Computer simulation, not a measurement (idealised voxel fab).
process module | voxel capacitor over wiring
cross-section cut | 140 nm wide | cells 5 nm
A cross-section is a grid of square cells, given in bands from the top down. A band is one or more rows of cells.
Each band's line starts with the height of the band's top and of its bottom, in nm. Then come its materials from left to right, each with its width in nm. One material with "throughout" fills the band from edge to edge. "air" is empty space.
Height 0 is the level under which the wafer as received is all one material. The lowest band goes on downwards, as in "0 down".
A width such as "30 to 40" changes by the same amount from each row of cells to the next, from the band's top row to its bottom row.
"no change" after a step means that no cell of the cross-section changed.
closed voids: empty space of 8 cells or more with no open way to the top, each as width x height at its distance from the left edge, in nm
after a step's settings: what the simulator itself notes on the step
overlay nm, on a step with a mask: how far to the right of its planned place the mask lay; to the left if negative
Each pair below shows a cross-section before one step and the cross-section after it, down to the lowest band that changed. The line under each pair gives the step between them, with its settings. The pairs can come from different runs of this module on the same starting wafer, so a pair continues from the pair above only where its "before" says so.
before
  80 to 70: TiN throughout
  70 to 65: Al2O3 throughout
  65 to 60: TiN throughout
  60 to 45: lowk 15 | TiN 5 | Ru 5 | TiN 5 | lowk 110
  45 to 40: SiCN 15 | TiN 15 | SiCN 110
  40 to 15: SiO2 10 | SiN 5 | Ru 25 | SiN 5 | SiO2 45 | SiN 5 | Ru 25 | SiN 5 | SiO2 15
  15 to 10: SiN 15 | TiN 25 | SiN 55 | TiN 25 | SiN 20
  10 to 0: SiO2 throughout
  0 down: Si throughout
  closed voids: none
after
  80 to 70: air 25 | TiN 60 | air 55
  below 70: unchanged
  closed voids: none
the step between: op MASKED_ETCH | tone cover | mask id UPPER_PLATE | width nm 60 | etch materials TiN | depth nm 10 | overlay nm 0
before: the cross-section after the pair above
after
  80 to 70: air 25 | TiN 60 | air 55
  70 to 65: air 25 | Al2O3 60 | air 55
  below 65: unchanged
  closed voids: none
the step between: op MASKED_ETCH | tone cover | mask id UPPER_PLATE | width nm 60 | etch materials Al2O3 | depth nm 5 | overlay nm 0
before: the cross-section after the pair above
after
  90 to 80: air 25 | aC 60 | air 55
  80 to 75: air 25 | TiN 60 | air 55
  75 to 70: aC 25 | TiN 60 | aC 55
  70 to 65: aC 25 | Al2O3 60 | aC 55
  below 65: unchanged
  closed voids: none
the step between: op DIRECTIONAL_DEP | material aC | thk nm 10
before: the cross-section after the pair above
after
  120 to 90: air 20 | resist 70 | air 50
  90 to 80: air 20 | resist 5 | aC 60 | resist 5 | air 50
  80 to 75: air 20 | resist 5 | TiN 60 | resist 5 | air 50
  below 75: unchanged
  closed voids: none
the step between: op PATTERN | tone cover | mask id LOWER_PLATE | material resist | width nm 70 | thk nm 30 | overlay nm 0
before: the cross-section after the pair above
after
  110 to 90: air 20 | resist 70 | air 50
  90 to 80: air 20 | resist 5 | aC 60 | resist 5 | air 50
  80 to 75: air 20 | resist 5 | TiN 60 | resist 5 | air 50
  75 to 70: air 20 | aC 5 | TiN 60 | aC 5 | air 50
  70 to 65: air 20 | aC 5 | Al2O3 60 | aC 5 | air 50
  below 65: unchanged
  closed voids: none
the step between: op DIRECTIONAL_ETCH | etch materials aC | depth nm 10
before: the cross-section after the pair above
after
  90 to 80: air 25 | aC 60 | air 55
  80 to 75: air 25 | TiN 60 | air 55
  below 75: unchanged
  closed voids: none
the step between: op STRIP | etch materials resist
before: the cross-section after the pair above
after
  90 to 80: air 25 | aC 60 | air 55
  80 to 75: air 25 | TiN 60 | air 55
  75 to 70: air 20 | aC 5 | TiN 60 | aC 5 | air 50
  70 to 65: air 20 | aC 5 | Al2O3 60 | aC 5 | air 50
  65 to 60: air 20 | TiN 70 | air 50
  below 60: unchanged
  closed voids: none
the step between: op DIRECTIONAL_ETCH | etch materials TiN | depth nm 5
before: the cross-section after the pair above
after
  80 to 70: air 25 | TiN 60 | air 55
  70 to 65: air 25 | Al2O3 60 | air 55
  below 65: unchanged
  closed voids: none
the step between: op STRIP | etch materials aC
before: the cross-section after the pair above
after
  100 to 80: SiO2 throughout
  80 to 70: SiO2 25 | TiN 60 | SiO2 55
  70 to 65: SiO2 25 | Al2O3 60 | SiO2 55
  65 to 60: SiO2 20 | TiN 70 | SiO2 50
  below 60: unchanged
  closed voids: none
the step between: op FILL_DEP | material SiO2 | thk nm 20
before: the cross-section after the pair above
after
  95 to 80: SiO2 throughout
  below 80: unchanged
  closed voids: none
the step between: op CMP | height nm 95
before: the cross-section after the pair above
after
  110 to 95: resist 35 | air 15 | resist 90
  below 95: unchanged
  closed voids: none
the step between: op PATTERN | tone open | mask id PLUG_2 | material resist | width nm 15 | thk nm 15 | overlay nm 0
before: the cross-section after the pair above
after
  110 to 95: resist 35 | air 15 | resist 90
  95 to 80: SiO2 35 | air 15 | SiO2 90
  below 80: unchanged
  closed voids: none
the step between: op DIRECTIONAL_ETCH | etch materials SiO2 | depth nm 15
before: the cross-section after the pair above
after
  95 to 80: SiO2 35 | air 15 | SiO2 90
  below 80: unchanged
  closed voids: none
the step between: op STRIP | etch materials resist
before: the cross-section after the pair above
after
  100 to 95: TiN 40 | air 5 | TiN 95
  95 to 85: SiO2 35 | TiN 5 | air 5 | TiN 5 | SiO2 90
  85 to 80: SiO2 35 | TiN 15 | SiO2 90
  below 80: unchanged
  closed voids: none
the step between: op CONFORMAL_DEP | material TiN | thk nm 5
before: the cross-section after the pair above
after
  105 to 100: Ru throughout
  100 to 95: TiN 40 | Ru 5 | TiN 95
  95 to 85: SiO2 35 | TiN 5 | Ru 5 | TiN 5 | SiO2 90
  below 85: unchanged
  closed voids: none
the step between: op FILL_DEP | material Ru | thk nm 5
before: the cross-section after the pair above
after
  95 to 85: SiO2 35 | TiN 5 | Ru 5 | TiN 5 | SiO2 90
  below 85: unchanged
  closed voids: none
the step between: op CMP | height nm 95
before: the cross-section after the pair above
after
  100 to 95: SiN throughout
  below 95: unchanged
  closed voids: none
the step between: op CONFORMAL_DEP | material SiN | thk nm 5
before
  95 to 80: SiO2 35 | air 15 | SiO2 90
  80 to 70: SiO2 25 | TiN 60 | SiO2 55
  70 to 65: SiO2 25 | Al2O3 60 | SiO2 55
  65 to 60: SiO2 20 | TiN 70 | SiO2 50
  60 to 45: lowk 25 | TiN 5 | Ru 5 | TiN 5 | lowk 100
  45 to 40: SiCN 25 | TiN 15 | SiCN 100
  40 to 15: SiO2 10 | SiN 5 | Ru 25 | SiN 5 | SiO2 45 | SiN 5 | Ru 25 | SiN 5 | SiO2 15
  15 to 10: SiN 15 | TiN 25 | SiN 55 | TiN 25 | SiN 20
  10 to 0: SiO2 throughout
  0 down: Si throughout
  closed voids: none
after
  100 to 95: SiN 40 | air 5 | SiN 95
  95 to 85: SiO2 35 | SiN 5 | air 5 | SiN 5 | SiO2 90
  85 to 80: SiO2 35 | SiN 15 | SiO2 90
  below 80: unchanged
  closed voids: none
the step between: op CONFORMAL_DEP | material SiN | thk nm 5
before: the cross-section after the pair above
after
  105 to 100: Ru throughout
  100 to 95: SiN 40 | Ru 5 | SiN 95
  95 to 85: SiO2 35 | SiN 5 | Ru 5 | SiN 5 | SiO2 90
  below 85: unchanged
  closed voids: none
the step between: op FILL_DEP | material Ru | thk nm 5
before: the cross-section after the pair above
after
  95 to 85: SiO2 35 | SiN 5 | Ru 5 | SiN 5 | SiO2 90
  below 85: unchanged
  closed voids: none
the step between: op CMP | height nm 95
before: the cross-section after the pair above
after
  100 to 95: SiN throughout
  below 95: unchanged
  closed voids: none
the step between: op CONFORMAL_DEP | material SiN | thk nm 5
before
  70 to 60: aC throughout
  60 to 45: lowk throughout
  45 to 40: SiCN throughout
  40 to 15: SiO2 10 | SiN 5 | Ru 25 | SiN 5 | SiO2 45 | SiN 5 | Ru 25 | SiN 5 | SiO2 15
  15 to 10: SiN 15 | TiN 25 | SiN 55 | TiN 25 | SiN 20
  10 to 0: SiO2 throughout
  0 down: Si throughout
  closed voids: none
after
  95 to 70: air 25 | resist 15 | air 100
  below 70: unchanged
  closed voids: none
the step between: op PATTERN | tone cover | mask id PLUG_1 | material resist | width nm 15 | thk nm 25 | overlay nm 0
before: the cross-section after the pair above
after
  85 to 70: air 25 | resist 15 | air 100
  70 to 60: air 25 | aC 15 | air 100
  below 60: unchanged
  closed voids: none
the step between: op DIRECTIONAL_ETCH | etch materials aC | depth nm 10
before: the cross-section after the pair above
after
  70 to 60: air 25 | aC 15 | air 100
  below 60: unchanged
  closed voids: none
the step between: op STRIP | etch materials resist
before: the cross-section after the pair above
after
  70 to 60: air 25 | aC 15 | air 100
  60 to 45: air 25 | lowk 15 | air 100
  below 45: unchanged
  closed voids: none
the step between: op DIRECTIONAL_ETCH | etch materials lowk | depth nm 15
before: the cross-section after the pair above
after
  70 to 60: air 25 | aC 15 | air 100
  60 to 45: air 25 | lowk 15 | air 100
  45 to 40: air 25 | SiCN 15 | air 100
  below 40: unchanged
  closed voids: none
the step between: op DIRECTIONAL_ETCH | etch materials SiCN | depth nm 5
before: the cross-section after the pair above
after
  60 to 45: air 25 | lowk 15 | air 100
  below 45: unchanged
  closed voids: none
the step between: op STRIP | etch materials aC
before: the cross-section after the pair above
after
  65 to 60: air 20 | TiN 25 | air 95
  60 to 45: air 20 | TiN 5 | lowk 15 | TiN 5 | air 95
  45 to 40: TiN 25 | SiCN 15 | TiN 100
  below 40: unchanged
  closed voids: none
the step between: op CONFORMAL_DEP | material TiN | thk nm 5
before: the cross-section after the pair above
after
  70 to 65: Ru throughout
  65 to 60: Ru 20 | TiN 25 | Ru 95
  60 to 45: Ru 20 | TiN 5 | lowk 15 | TiN 5 | Ru 95
  below 45: unchanged
  closed voids: none
the step between: op FILL_DEP | material Ru | thk nm 5
before: the cross-section after the pair above
after
  60 to 45: Ru 20 | TiN 5 | lowk 15 | TiN 5 | Ru 95
  below 45: unchanged
  closed voids: none
the step between: op CMP | height nm 60
before: the cross-section after the pair above
after
  65 to 60: TiN throughout
  below 60: unchanged
  closed voids: none
the step between: op DIRECTIONAL_DEP | material TiN | thk nm 5
before: the cross-section after the pair above
after
  70 to 65: Al2O3 throughout
  below 65: unchanged
  closed voids: none
the step between: op DIRECTIONAL_DEP | material Al2O3 | thk nm 5
before: the cross-section after the pair above
after
  80 to 70: TiN throughout
  below 70: unchanged
  closed voids: none
the step between: op DIRECTIONAL_DEP | material TiN | thk nm 10
before: the cross-section after the pair above
after
  80 to 70: air 25 | TiN 60 | air 55
  below 70: unchanged
  closed voids: none
the step between: op MASKED_ETCH | tone cover | mask id UPPER_PLATE | width nm 60 | etch materials TiN | depth nm 10 | overlay nm 0
before: the cross-section after the pair above
after
  80 to 70: air 25 | TiN 60 | air 55
  70 to 65: air 25 | Al2O3 60 | air 55
  below 65: unchanged
  closed voids: none
the step between: op MASKED_ETCH | tone cover | mask id UPPER_PLATE | width nm 60 | etch materials Al2O3 | depth nm 5 | overlay nm 0
before: the cross-section after the pair above
after
  90 to 80: air 25 | aC 60 | air 55
  80 to 75: air 25 | TiN 60 | air 55
  75 to 70: aC 25 | TiN 60 | aC 55
  70 to 65: aC 25 | Al2O3 60 | aC 55
  below 65: unchanged
  closed voids: none
the step between: op DIRECTIONAL_DEP | material aC | thk nm 10
before: the cross-section after the pair above
after
  120 to 90: air 20 | resist 70 | air 50
  90 to 80: air 20 | resist 5 | aC 60 | resist 5 | air 50
  80 to 75: air 20 | resist 5 | TiN 60 | resist 5 | air 50
  below 75: unchanged
  closed voids: none
the step between: op PATTERN | tone cover | mask id LOWER_PLATE | material resist | width nm 70 | thk nm 30 | overlay nm 0
before: the cross-section after the pair above
after
  110 to 90: air 20 | resist 70 | air 50
  90 to 80: air 20 | resist 5 | aC 60 | resist 5 | air 50
  80 to 75: air 20 | resist 5 | TiN 60 | resist 5 | air 50
  75 to 70: air 20 | aC 5 | TiN 60 | aC 5 | air 50
  70 to 65: air 20 | aC 5 | Al2O3 60 | aC 5 | air 50
  below 65: unchanged
  closed voids: none
the step between: op DIRECTIONAL_ETCH | etch materials aC | depth nm 10
before: the cross-section after the pair above
after
  90 to 80: air 25 | aC 60 | air 55
  80 to 75: air 25 | TiN 60 | air 55
  below 75: unchanged
  closed voids: none
the step between: op STRIP | etch materials resist
before: the cross-section after the pair above
after
  90 to 80: air 25 | aC 60 | air 55
  80 to 75: air 25 | TiN 60 | air 55
  75 to 70: air 20 | aC 5 | TiN 60 | aC 5 | air 50
  70 to 65: air 20 | aC 5 | Al2O3 60 | aC 5 | air 50
  65 to 60: air 20 | TiN 70 | air 50
  below 60: unchanged
  closed voids: none
the step between: op DIRECTIONAL_ETCH | etch materials TiN | depth nm 5
before: the cross-section after the pair above
after
  80 to 70: air 25 | TiN 60 | air 55
  70 to 65: air 25 | Al2O3 60 | air 55
  below 65: unchanged
  closed voids: none
the step between: op STRIP | etch materials aC
before: the cross-section after the pair above
after
  100 to 80: SiO2 throughout
  80 to 70: SiO2 25 | TiN 60 | SiO2 55
  70 to 65: SiO2 25 | Al2O3 60 | SiO2 55
  65 to 60: SiO2 20 | TiN 70 | SiO2 50
  below 60: unchanged
  closed voids: none
the step between: op FILL_DEP | material SiO2 | thk nm 20
before: the cross-section after the pair above
after
  95 to 80: SiO2 throughout
  below 80: unchanged
  closed voids: none
the step between: op CMP | height nm 95
before: the cross-section after the pair above
after
  110 to 95: resist 35 | air 15 | resist 90
  below 95: unchanged
  closed voids: none
the step between: op PATTERN | tone open | mask id PLUG_2 | material resist | width nm 15 | thk nm 15 | overlay nm 0
before: the cross-section after the pair above
after
  110 to 95: resist 35 | air 15 | resist 90
  95 to 80: SiO2 35 | air 15 | SiO2 90
  below 80: unchanged
  closed voids: none
the step between: op DIRECTIONAL_ETCH | etch materials SiO2 | depth nm 15
before: the cross-section after the pair above
after
  95 to 80: SiO2 35 | air 15 | SiO2 90
  below 80: unchanged
  closed voids: none
the step between: op STRIP | etch materials resist
before: the cross-section after the pair above
after
  100 to 95: TiN 40 | air 5 | TiN 95
  95 to 85: SiO2 35 | TiN 5 | air 5 | TiN 5 | SiO2 90
  85 to 80: SiO2 35 | TiN 15 | SiO2 90
  below 80: unchanged
  closed voids: none
the step between: op CONFORMAL_DEP | material TiN | thk nm 5
before: the cross-section after the pair above
after
  105 to 100: Ru throughout
  100 to 95: TiN 40 | Ru 5 | TiN 95
  95 to 85: SiO2 35 | TiN 5 | Ru 5 | TiN 5 | SiO2 90
  below 85: unchanged
  closed voids: none
the step between: op FILL_DEP | material Ru | thk nm 5
before: the cross-section after the pair above
after
  95 to 85: SiO2 35 | TiN 5 | Ru 5 | TiN 5 | SiO2 90
  below 85: unchanged
  closed voids: none
the step between: op CMP | height nm 95
before: the cross-section after the pair above
after
  100 to 95: SiN throughout
  below 95: unchanged
  closed voids: none
the step between: op CONFORMAL_DEP | material SiN | thk nm 5
